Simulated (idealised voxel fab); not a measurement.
process module | voxel ribs on slabs
cross-section cut | 295 nm wide | cells 5 nm
A cross-section is a grid of square cells, given in bands from the top down. A band is one or more rows of cells.
Each band's line starts with the height of the band's top and of its bottom, in nm. Then come its materials from left to right, each with its width in nm. One material with "throughout" fills the band from edge to edge. "air" is empty space.
Height 0 is the level under which the wafer as received is all one material. The lowest band goes on downwards, as in "0 down".
A width such as "30 to 40" changes by the same amount from each row of cells to the next, from the band's top row to its bottom row.
"no change" after a step means that no cell of the cross-section changed.
closed voids: empty space of 8 cells or more with no open way to the top, each as width x height at its distance from the left edge, in nm
after a step's settings: what the simulator itself notes on the step
overlay nm, on a step with a mask: how far to the right of its planned place the mask lay; to the left if negative
plan
1 op RECEIVE | material Si
2 op DIRECTIONAL_DEP | material SiO2 | thk nm 25
3 op DIRECTIONAL_DEP | material SiN | thk nm 25
4 op PATTERN | tone cover | mask id RIB | material resist | width nm 15 | thk nm 15 | overlay nm 0
5 op DIRECTIONAL_ETCH | etch materials SiN | depth nm 5
6 op STRIP | etch materials resist
7 op MASKED_ETCH | tone cover | mask id SLAB | width nm 55 | etch materials SiN | depth nm 20 | overlay nm 0
8 op FILL_DEP | material SiO2 | thk nm 30
9 op CMP | height nm 70
10 op DIRECTIONAL_DEP | material TiN | thk nm 10
11 op MASKED_ETCH | tone cover | mask id HEATER | width nm 25 | etch materials TiN | depth nm 10 | overlay nm 0
12 op CONFORMAL_DEP | material SiO2 | thk nm 5
as received, after step 1
  0 down: Si throughout
  closed voids: none
a wafer at the end: this start, this plan, one mistake
  85 to 80: air 130 | SiO2 35 | air 130
  80 to 75: air 130 | SiO2 5 | TiN 25 | SiO2 5 | air 130
  75 to 70: SiO2 135 | TiN 25 | SiO2 135
  70 to 25: SiO2 throughout
  25 to 0: SiN throughout
  0 down: Si throughout
  closed voids: none
what went wrong: steps 2 and 3 were swapped
